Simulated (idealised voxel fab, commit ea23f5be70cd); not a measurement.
voxel self aligned contacts: a process module
For reference, the cross-section in this document is cut, with width 235 nm and square cells of 5 nm.
Reading order for cross-sections: top band down to bottom band. Underlying form: a grid of square cells. Band size: one or more rows of cells. What a band's entry tells you: where the top is and where the bottom is, as heights in nm, and after that what lies inside, material by material from left to right, each with its width in nm. Empty space is written as the word "empty", and a single material marked with the word "edge to edge" occupies the band from edge to edge. Heights are expressed relative to 0, this being the level below which the as-received wafer comprises one material exclusively. The lowest band is unbounded in the downward direction and is denoted as in "0 -> down". Width: "30 to 40" (first number = top row, second number = bottom row, same change from row to row of cells). "no change", as given for a step, is the statement that not any cell of the cross-section underwent a change during that step. Basically, "Tabulated closed voids" tells you about the enclosed voids: empty spaces with no open way to the top, 8 cells or bigger, each written width x height at distance, where distance is from the left edge, all in nm. What comes after the settings on a step's line is commentary from the simulator itself on that step. "overlay nm" denotes, for a step that has a mask, the displacement of the mask to the right of its planned place, with negative values corresponding to the left.
-- Steps planned for the process
1,RECEIVE [material Si]
2,OXIDIZE [depth nm 5]
3,DIRECTIONAL_DEP [material polySi] [thk nm 25]
4,DIRECTIONAL_DEP [material SiN] [thk nm 15]
5,PATTERN [tone cover] [mask id GATE] [material resist] [width nm 30] [pitch nm 65] [thk nm 15] [overlay nm 0]
6,DIRECTIONAL_ETCH [etch materials SiN] [depth nm 15]
7,DIRECTIONAL_ETCH [etch materials polySi] [depth nm 25]
8,STRIP [etch materials resist]
9,CONFORMAL_DEP [material SiN] [thk nm 5]
10,DIRECTIONAL_ETCH [etch materials SiN] [depth nm 5]
11,FILL_DEP [material SiO2] [thk nm 15]
12,CMP [height nm 45]
13,DIRECTIONAL_DEP [material aC] [thk nm 15]
14,PATTERN [tone open] [mask id CONTACT] [material resist] [width nm 45] [pitch nm 65] [thk nm 30] [overlay nm 0]
15,DIRECTIONAL_ETCH [etch materials aC] [depth nm 15]
16,STRIP [etch materials resist]
17,DIRECTIONAL_ETCH [etch materials SiO2] [depth nm 50]
18,STRIP [etch materials aC]
19,CONFORMAL_DEP [material TiN] [thk nm 5]
20,FILL_DEP [material Ru] [thk nm 10]
21,CMP [height nm 45]
22,CONFORMAL_DEP [material SiCN] [thk nm 5]
-- The first of a set of two wafers, run to plan
-- Wafer as received: cross-section following step 1
> 0 -> down  Si edge to edge
> Tabulated closed voids: none
-- Cross-section through the wafer, step 2 finished
> 0 -> -5  SiO2 edge to edge
> Under the height -5 nothing was changed.
-- Cross-section through the wafer, step 3 finished
> 25 -> 0  polySi edge to edge
> Under the height 0 nothing was changed.
-- Cross-section through the wafer, step 4 finished
> 40 -> 25  SiN edge to edge
> Under the height 25 nothing was changed.
-- Cross-section through the wafer, step 5 finished
> 55 -> 40  empty 35 nm, resist 30 nm, empty 35 nm, resist 30 nm, empty 35 nm, resist 30 nm, empty 40 nm
> Under the height 40 nothing was changed.
-- Cross-section through the wafer, step 6 finished
> 55 -> 40  empty 35 nm, resist 30 nm, empty 35 nm, resist 30 nm, empty 35 nm, resist 30 nm, empty 40 nm
> 40 -> 25  empty 35 nm, SiN 30 nm, empty 35 nm, SiN 30 nm, empty 35 nm, SiN 30 nm, empty 40 nm
> Under the height 25 nothing was changed.
-- Cross-section through the wafer, step 7 finished
> 55 -> 40  empty 35 nm, resist 30 nm, empty 35 nm, resist 30 nm, empty 35 nm, resist 30 nm, empty 40 nm
> 40 -> 25  empty 35 nm, SiN 30 nm, empty 35 nm, SiN 30 nm, empty 35 nm, SiN 30 nm, empty 40 nm
> 25 -> 0  empty 35 nm, polySi 30 nm, empty 35 nm, polySi 30 nm, empty 35 nm, polySi 30 nm, empty 40 nm
> Under the height 0 nothing was changed.
-- Cross-section through the wafer, step 8 finished
> 40 -> 25  empty 35 nm, SiN 30 nm, empty 35 nm, SiN 30 nm, empty 35 nm, SiN 30 nm, empty 40 nm
> Under the height 25 nothing was changed.
-- Cross-section through the wafer, step 9 finished
> 45 -> 25  empty 30 nm, SiN 40 nm, empty 25 nm, SiN 40 nm, empty 25 nm, SiN 40 nm, empty 35 nm
> 25 -> 5  empty 30 nm, SiN 5 nm, polySi 30 nm, SiN 5 nm, empty 25 nm, SiN 5 nm, polySi 30 nm, SiN 5 nm, empty 25 nm, SiN 5 nm, polySi 30 nm, SiN 5 nm, empty 35 nm
> 5 -> 0  SiN 35 nm, polySi 30 nm, SiN 35 nm, polySi 30 nm, SiN 35 nm, polySi 30 nm, SiN 40 nm
> Under the height 0 nothing was changed.
-- Cross-section through the wafer, step 10 finished
> 40 -> 25  empty 30 nm, SiN 40 nm, empty 25 nm, SiN 40 nm, empty 25 nm, SiN 40 nm, empty 35 nm
> 25 -> 0  empty 30 nm, SiN 5 nm, polySi 30 nm, SiN 5 nm, empty 25 nm, SiN 5 nm, polySi 30 nm, SiN 5 nm, empty 25 nm, SiN 5 nm, polySi 30 nm, SiN 5 nm, empty 35 nm
> Under the height 0 nothing was changed.
-- Cross-section through the wafer, step 11 finished
> 55 -> 40  SiO2 edge to edge
> 40 -> 25  SiO2 30 nm, SiN 40 nm, SiO2 25 nm, SiN 40 nm, SiO2 25 nm, SiN 40 nm, SiO2 35 nm
> 25 -> 0  SiO2 30 nm, SiN 5 nm, polySi 30 nm, SiN 5 nm, SiO2 25 nm, SiN 5 nm, polySi 30 nm, SiN 5 nm, SiO2 25 nm, SiN 5 nm, polySi 30 nm, SiN 5 nm, SiO2 35 nm
> Under the height 0 nothing was changed.
-- Cross-section through the wafer, step 12 finished
> 45 -> 40  SiO2 edge to edge
> Under the height 40 nothing was changed.
-- Cross-section through the wafer, step 13 finished
> 60 -> 45  aC edge to edge
> Under the height 45 nothing was changed.
-- Cross-section through the wafer, step 14 finished
> 90 -> 60  resist 60 nm, empty 45 nm, resist 20 nm, empty 45 nm, resist 65 nm
> Under the height 60 nothing was changed.
-- Cross-section through the wafer, step 15 finished
> 75 -> 60  resist 60 nm, empty 45 nm, resist 20 nm, empty 45 nm, resist 65 nm
> 60 -> 45  aC 60 nm, empty 45 nm, aC 20 nm, empty 45 nm, aC 65 nm
> Under the height 45 nothing was changed.
-- Cross-section through the wafer, step 16 finished
> 60 -> 45  aC 60 nm, empty 45 nm, aC 20 nm, empty 45 nm, aC 65 nm
> Under the height 45 nothing was changed.
-- Cross-section through the wafer, step 17 finished
> 60 -> 45  aC 60 nm, empty 45 nm, aC 20 nm, empty 45 nm, aC 65 nm
> 45 -> 40  SiO2 60 nm, empty 45 nm, SiO2 20 nm, empty 45 nm, SiO2 65 nm
> 40 -> 25  SiO2 30 nm, SiN 40 nm, empty 25 nm, SiN 40 nm, empty 25 nm, SiN 40 nm, SiO2 35 nm
> 25 -> 0  SiO2 30 nm, SiN 5 nm, polySi 30 nm, SiN 5 nm, empty 25 nm, SiN 5 nm, polySi 30 nm, SiN 5 nm, empty 25 nm, SiN 5 nm, polySi 30 nm, SiN 5 nm, SiO2 35 nm
> 0 -> -5  SiO2 70 nm, empty 25 nm, SiO2 40 nm, empty 25 nm, SiO2 75 nm
> Under the height -5 nothing was changed.
-- Cross-section through the wafer, step 18 finished
> 45 -> 40  SiO2 60 nm, empty 45 nm, SiO2 20 nm, empty 45 nm, SiO2 65 nm
> Under the height 40 nothing was changed.
-- Cross-section through the wafer, step 19 finished
> 50 -> 45  TiN 65 nm, empty 35 nm, TiN 30 nm, empty 35 nm, TiN 70 nm
> 45 -> 40  SiO2 60 nm, TiN 15 nm, empty 15 nm, TiN 15 nm, SiO2 20 nm, TiN 15 nm, empty 15 nm, TiN 15 nm, SiO2 65 nm
> 40 -> 25  SiO2 30 nm, SiN 40 nm, TiN 5 nm, empty 15 nm, TiN 5 nm, SiN 40 nm, TiN 5 nm, empty 15 nm, TiN 5 nm, SiN 40 nm, SiO2 35 nm
> 25 -> 0  SiO2 30 nm, SiN 5 nm, polySi 30 nm, SiN 5 nm, TiN 5 nm, empty 15 nm, TiN 5 nm, SiN 5 nm, polySi 30 nm, SiN 5 nm, TiN 5 nm, empty 15 nm, TiN 5 nm, SiN 5 nm, polySi 30 nm, SiN 5 nm, SiO2 35 nm
> 0 -> -5  SiO2 70 nm, TiN 25 nm, SiO2 40 nm, TiN 25 nm, SiO2 75 nm
> Under the height -5 nothing was changed.
-- Cross-section through the wafer, step 20 finished
> 60 -> 50  Ru edge to edge
> 50 -> 45  TiN 65 nm, Ru 35 nm, TiN 30 nm, Ru 35 nm, TiN 70 nm
> 45 -> 40  SiO2 60 nm, TiN 15 nm, Ru 15 nm, TiN 15 nm, SiO2 20 nm, TiN 15 nm, Ru 15 nm, TiN 15 nm, SiO2 65 nm
> 40 -> 25  SiO2 30 nm, SiN 40 nm, TiN 5 nm, Ru 15 nm, TiN 5 nm, SiN 40 nm, TiN 5 nm, Ru 15 nm, TiN 5 nm, SiN 40 nm, SiO2 35 nm
> 25 -> 0  SiO2 30 nm, SiN 5 nm, polySi 30 nm, SiN 5 nm, TiN 5 nm, Ru 15 nm, TiN 5 nm, SiN 5 nm, polySi 30 nm, SiN 5 nm, TiN 5 nm, Ru 15 nm, TiN 5 nm, SiN 5 nm, polySi 30 nm, SiN 5 nm, SiO2 35 nm
> Under the height 0 nothing was changed.
-- Cross-section through the wafer, step 21 finished
> 45 -> 40  SiO2 60 nm, TiN 15 nm, Ru 15 nm, TiN 15 nm, SiO2 20 nm, TiN 15 nm, Ru 15 nm, TiN 15 nm, SiO2 65 nm
> Under the height 40 nothing was changed.
-- Cross-section through the wafer, step 22 finished
> 50 -> 45  SiCN edge to edge
> Under the height 45 nothing was changed.
-- Second wafer. Start and plan as for the first. One mistake made in running. Agrees with the first up to and including step 20
Cross-sectional view of the second wafer at the intended end time of process step 21: no change
-- Cross-sectional view of the second wafer at the intended end time of process step 22
> 65 -> 60  SiCN edge to edge
> Under the height 60 nothing was changed.
Misprocessing identified: no execution of plan step 21; skipped
Final comparison by cell count, materials where the second wafer has more or fewer than the first: Ru +108; TiN +33
